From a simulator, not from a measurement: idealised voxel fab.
The name of this process module is voxel transistor to metal.
Shown is cross-section cut, with a width of 265 nm and square cells of size 5 nm.
A cross-section in this document is a grid of square cells, and it is written down as bands, the top band listed before the ones below it; a band is made up of one or more rows of cells.
The band entry comprises the height of the band's top followed by the height of its bottom, expressed in nm, and subsequently the band's materials from left to right, each stated together with its width in nm. Where a single material is marked with the word "throughout", that material fills the band from edge to edge. The word "air" represents empty space.
Ref level 0: as-received wafer is one material below here. Bottom band extends down with no lower bound ("0 down").
Top row gets the first number, bottom row gets the second, and each row in between changes by the same step: that is how a band width like "30..40" works.
Take "nothing altered" at face value: in the step it is given for, the cross-section changed in none of its cells.
"Fully sealed voids": sealed empty spaces, 8 cells or more, no open way to top, listed width x height at distance, with distance from the left edge and width, height and distance in nm.
On a step's line, text after the settings is the simulator commenting on that step.
A step line may carry the setting "overlay nm", which, for steps involving a mask, states the distance by which the mask lay to the right of its intended position; negative values denote displacement to the left.

These are the steps we planned for the process:
step 1: RECEIVE: material Si
step 2: OXIDIZE: depth nm 5
step 3: CONFORMAL_DEP: material SiN, thk nm 10
step 4: PATTERN: tone cover, mask id ACTIVE, material resist, width nm 100, pitch nm 125, thk nm 20, overlay nm 0
step 5: DIRECTIONAL_ETCH: etch materials SiN, depth nm 10
step 6: DIRECTIONAL_ETCH: etch materials SiO2, depth nm 5
step 7: DIRECTIONAL_ETCH: etch materials Si, depth nm 20
step 8: STRIP: etch materials resist
step 9: OXIDIZE: depth nm 5
step 10: FILL_DEP: material SiO2, thk nm 10
step 11: CMP: height nm 10
step 12: SELECTIVE_ETCH: etch materials SiO2, depth nm 10
step 13: STRIP: etch materials SiN
step 14: SELECTIVE_ETCH: etch materials SiO2, depth nm 5
step 15: OXIDIZE: depth nm 5
step 16: DIRECTIONAL_DEP: material polySi, thk nm 30
step 17: DIRECTIONAL_DEP: material SiCN, thk nm 10
step 18: MASKED_ETCH: tone cover, mask id GATE, width nm 20, pitch nm 125, etch materials SiCN, depth nm 20, overlay nm 0
step 19: MASKED_ETCH: tone cover, mask id GATE, width nm 20, pitch nm 125, etch materials polySi, depth nm 40, overlay nm 0
step 20: CONFORMAL_DEP: material SiN, thk nm 5
step 21: DIRECTIONAL_ETCH: etch materials SiN, depth nm 5
step 22: DIRECTIONAL_ETCH: etch materials SiO2, depth nm 5
step 23: EPI: material nSi, thk nm 5
step 24: FILL_DEP: material SiO2, thk nm 5
step 25: CMP: height nm 35
step 26: DIRECTIONAL_DEP: material SiO2, thk nm 15
step 27: MASKED_ETCH: tone open, mask id CONTACT, width nm 15, etch materials SiO2, depth nm 55, overlay nm 0
step 28: CONFORMAL_DEP: material TiN, thk nm 5
step 29: FILL_DEP: material W, thk nm 10
step 30: CMP: height nm 50
step 31: CONFORMAL_DEP: material SiN, thk nm 5
step 32: DIRECTIONAL_DEP: material lowk, thk nm 15
step 33: PATTERN: tone open, mask id METAL_1, material resist, width nm 15, thk nm 15, overlay nm 0
step 34: DIRECTIONAL_ETCH: etch materials lowk, depth nm 15
step 35: DIRECTIONAL_ETCH: etch materials SiN, depth nm 5
step 36: STRIP: etch materials resist
step 37: CONFORMAL_DEP: material TiN, thk nm 5
step 38: FILL_DEP: material Ru, thk nm 10
step 39: CMP: height nm 70
step 40: EPI: material Ru, thk nm 5
step 41: FILL_DEP: material SiCN, thk nm 5
step 42: DIRECTIONAL_DEP: material lowk, thk nm 35
step 43: DIRECTIONAL_DEP: material aC, thk nm 15
step 44: PATTERN: tone open, mask id METAL_2, material resist, width nm 15, pitch nm 125, thk nm 30, overlay nm 0
step 45: DIRECTIONAL_ETCH: etch materials aC, depth nm 15
step 46: STRIP: etch materials resist
step 47: DIRECTIONAL_ETCH: etch materials lowk, depth nm 20
step 48: STRIP: etch materials aC
step 49: PATTERN: tone open, mask id METAL_2_HOLES, material resist, width nm 15, pitch nm 125, thk nm 15, overlay nm 0
step 50: DIRECTIONAL_ETCH: etch materials lowk, depth nm 15
step 51: DIRECTIONAL_ETCH: etch materials SiCN, depth nm 5
step 52: STRIP: etch materials resist
step 53: CONFORMAL_DEP: material TiN, thk nm 5
step 54: FILL_DEP: material Ru, thk nm 5
step 55: CMP: height nm 115
step 56: CONFORMAL_DEP: material SiN, thk nm 5

Incoming wafer, cross-sectional view, post step 1:
0 down = Si throughout
Fully sealed voids: none

End-of-module cross-section. Starting structure and process plan as above; one mistake made in running it:
120 to 115 = SiN throughout
115 to 80 = lowk (30), then TiN (5), then Ru (5), then TiN (5), then lowk (110), then TiN (5), then Ru (5), then TiN (5), then lowk (95)
80 to 75 = SiCN (30), then TiN (15), then SiCN (110), then TiN (15), then SiCN (95)
75 to 70 = Ru (35), then SiCN (5), then Ru (60), then SiCN (5), then Ru (55), then SiCN (5), then Ru (60), then SiCN (5), then Ru (35)
70 to 55 = Ru (25), then TiN (5), then lowk (15), then TiN (5), then Ru (40), then TiN (5), then lowk (15), then TiN (5), then Ru (35), then TiN (5), then lowk (15), then TiN (5), then Ru (40), then TiN (5), then lowk (15), then TiN (5), then Ru (25)
55 to 50 = TiN (30), then SiN (15), then TiN (50), then SiN (15), then TiN (45), then SiN (15), then TiN (50), then SiN (15), then TiN (30)
50 to 35 = SiO2 (30), then TiN (5), then W (5), then TiN (5), then SiO2 (50), then TiN (5), then W (5), then TiN (5), then SiO2 (45), then TiN (5), then W (5), then TiN (5), then SiO2 (50), then TiN (5), then W (5), then TiN (5), then SiO2 (30)
35 to 25 = SiO2 (30), then TiN (5), then W (5), then TiN (5), then SiO2 (10), then SiN (5), then SiCN (20), then SiN (5), then SiO2 (10), then TiN (5), then W (5), then TiN (5), then SiO2 (45), then TiN (5), then W (5), then TiN (5), then SiO2 (10), then SiN (5), then SiCN (20), then SiN (5), then SiO2 (10), then TiN (5), then W (5), then TiN (5), then SiO2 (30)
25 to 0 = SiO2 (30), then TiN (5), then W (5), then TiN (5), then SiO2 (10), then SiN (5), then polySi (20), then SiN (5), then SiO2 (10), then TiN (5), then W (5), then TiN (5), then SiO2 (45), then TiN (5), then W (5), then TiN (5), then SiO2 (10), then SiN (5), then polySi (20), then SiN (5), then SiO2 (10), then TiN (5), then W (5), then TiN (5), then SiO2 (30)
0 to -5 = SiO2 (30), then TiN (15), then SiO2 (10), then SiN (5), then polySi (20), then SiN (5), then SiO2 (10), then TiN (15), then SiO2 (45), then TiN (15), then SiO2 (10), then SiN (5), then polySi (20), then SiN (5), then SiO2 (10), then TiN (15), then SiO2 (30)
-5 to -10 = SiO2 (20), then nSi (35), then SiO2 (30), then nSi (35), then SiO2 (25), then nSi (35), then SiO2 (30), then nSi (35), then SiO2 (20)
-10 to -30 = SiO2 (25), then Si (90), then SiO2 (35), then Si (90), then SiO2 (25)
-30 down = Si throughout
Fully sealed voids: none
Here's what went sideways: rather than as planned, step 33 actually ran as PATTERN: tone cover, mask id METAL_1, material resist, width nm 15, thk nm 15, overlay nm 0
